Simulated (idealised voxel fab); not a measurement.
The process module presented herein is designated voxel air gaps.
The cross-section shown here is cut; it is 285 nm wide and divided into square cells measuring 5 nm on a side.
Cross-section format: a grid of square cells, given as bands from top to bottom; each band is one or more rows of cells.
It is stipulated that each band's entry specify, in nanometres, the height of the top of the band and then that of its bottom, followed by the materials of the band in left-to-right sequence, each together with its width in nanometres. A single material marked by the word "throughout" is understood to fill the band from edge to edge; the word "empty" is understood to denote empty space.
The level at which height equals 0 is the one under which the wafer, as it arrives, is entirely one material. No lower edge exists for the bottom band, which continues downward and is notated as in "z 0 and below".
With a width like "30 to 40", each row of cells in the band differs from the next by the same amount, the top row carrying the first number and the bottom row the second.
What does "nothing altered" mean for a step? It means no cell of the cross-section changed in that step.
In "Closed-off voids" the enclosed voids are listed, meaning empty spaces of 8 cells or larger without any opening to the top. The form is width x height at distance, distance from the left edge, units nm.
after a step's settings: what the simulator itself notes on the step
overlay nm: mask offset rightward from planned place, masked step; negative means leftward offset.

### Planned process steps
| 1 | RECEIVE, material Si |
| 2 | CONFORMAL_DEP, material SiO2, thk nm 10 |
| 3 | CONFORMAL_DEP, material SiN, thk nm 5 |
| 4 | DIRECTIONAL_DEP, material SiO2, thk nm 30 |
| 5 | DIRECTIONAL_DEP, material aC, thk nm 15 |
| 6 | PATTERN, tone open, mask id LINES, material resist, width nm 25, pitch nm 50, thk nm 30, overlay nm 0 |
| 7 | DIRECTIONAL_ETCH, etch materials aC, depth nm 15 |
| 8 | STRIP, etch materials resist |
| 9 | DIRECTIONAL_ETCH, etch materials SiO2, depth nm 30 |
| 10 | STRIP, etch materials aC |
| 11 | CONFORMAL_DEP, material TiN, thk nm 5 |
| 12 | FILL_DEP, material Cu, thk nm 5 |
| 13 | CMP, height nm 45 |
| 14 | EPI, material Ru, thk nm 10 |
| 15 | SELECTIVE_ETCH, etch materials SiO2, depth nm 40 |
| 16 | CONFORMAL_DEP, material SiN, thk nm 5 |

### Cross-section of the wafer as it came to us, i.e., already through step 1
* z 0 and below  Si throughout
* Closed-off voids: none

### As-planned run: cross-section of the first of two wafers at end of module
* z 60 to 55  empty=40, SiN=205, empty=40
* z 55 to 45  empty=40, SiN=5, Ru=45, SiN=5, Ru=45, SiN=5, Ru=45, SiN=5, Ru=45, SiN=5, empty=40
* z 45 to 40  empty=40, SiN=15, TiN=5, Cu=15, TiN=5, SiN=25, TiN=5, Cu=15, TiN=5, SiN=25, TiN=5, Cu=15, TiN=5, SiN=25, TiN=5, Cu=15, TiN=5, SiN=15, empty=40
* z 40 to 20  empty=50, SiN=5, TiN=5, Cu=15, TiN=5, SiN=5, empty=15, SiN=5, TiN=5, Cu=15, TiN=5, SiN=5, empty=15, SiN=5, TiN=5, Cu=15, TiN=5, SiN=5, empty=15, SiN=5, TiN=5, Cu=15, TiN=5, SiN=5, empty=50
* z 20 to 15  SiN=55, TiN=25, SiN=25, TiN=25, SiN=25, TiN=25, SiN=25, TiN=25, SiN=55
* z 15 to 10  SiN throughout
* z 10 to 0  SiO2 throughout
* z 0 and below  Si throughout
* Closed-off voids: 15 x 20 at 85; 15 x 20 at 135; 15 x 20 at 185

### Here is the second of the two wafers cut open at the end of the module - same start, same plan as the first one, but we made one mistake running it
* z 60 to 55  empty=35, SiN=215, empty=35
* z 55 to 45  empty=35, SiN=5, Ru=205, SiN=5, empty=35
* z 45 to 40  empty=35, SiN=15, TiN=5, Cu=25, TiN=5, SiO2=15, TiN=5, Cu=25, TiN=5, SiO2=15, TiN=5, Cu=25, TiN=5, SiO2=15, TiN=5, Cu=25, TiN=5, SiN=15, empty=35
* z 40 to 20  empty=45, SiN=5, TiN=5, Cu=25, TiN=5, SiO2=15, TiN=5, Cu=25, TiN=5, SiO2=15, TiN=5, Cu=25, TiN=5, SiO2=15, TiN=5, Cu=25, TiN=5, SiN=5, empty=45
* z 20 to 15  SiN=50, TiN=35, SiO2=15, TiN=35, SiO2=15, TiN=35, SiO2=15, TiN=35, SiN=50
* z 15 to 10  SiN throughout
* z 10 to 0  SiO2 throughout
* z 0 and below  Si throughout
* Closed-off voids: none
It is concluded that the wafer was processed incorrectly with respect to the plan, in that in deviation from the planned setting, step 6 was conducted as PATTERN, tone open, mask id LINES, material resist, width nm 35, pitch nm 50, thk nm 30, overlay nm 0
Upon completion, the second wafer contains, in terms of cells, a greater or smaller amount of certain materials than the first wafer: 40 more of Cu, 10 more of Ru, 60 fewer of SiN, 54 more of SiO2, 8 more of TiN
Quick summary for you: first wafer finishes at 3 closed voids, second at 0.
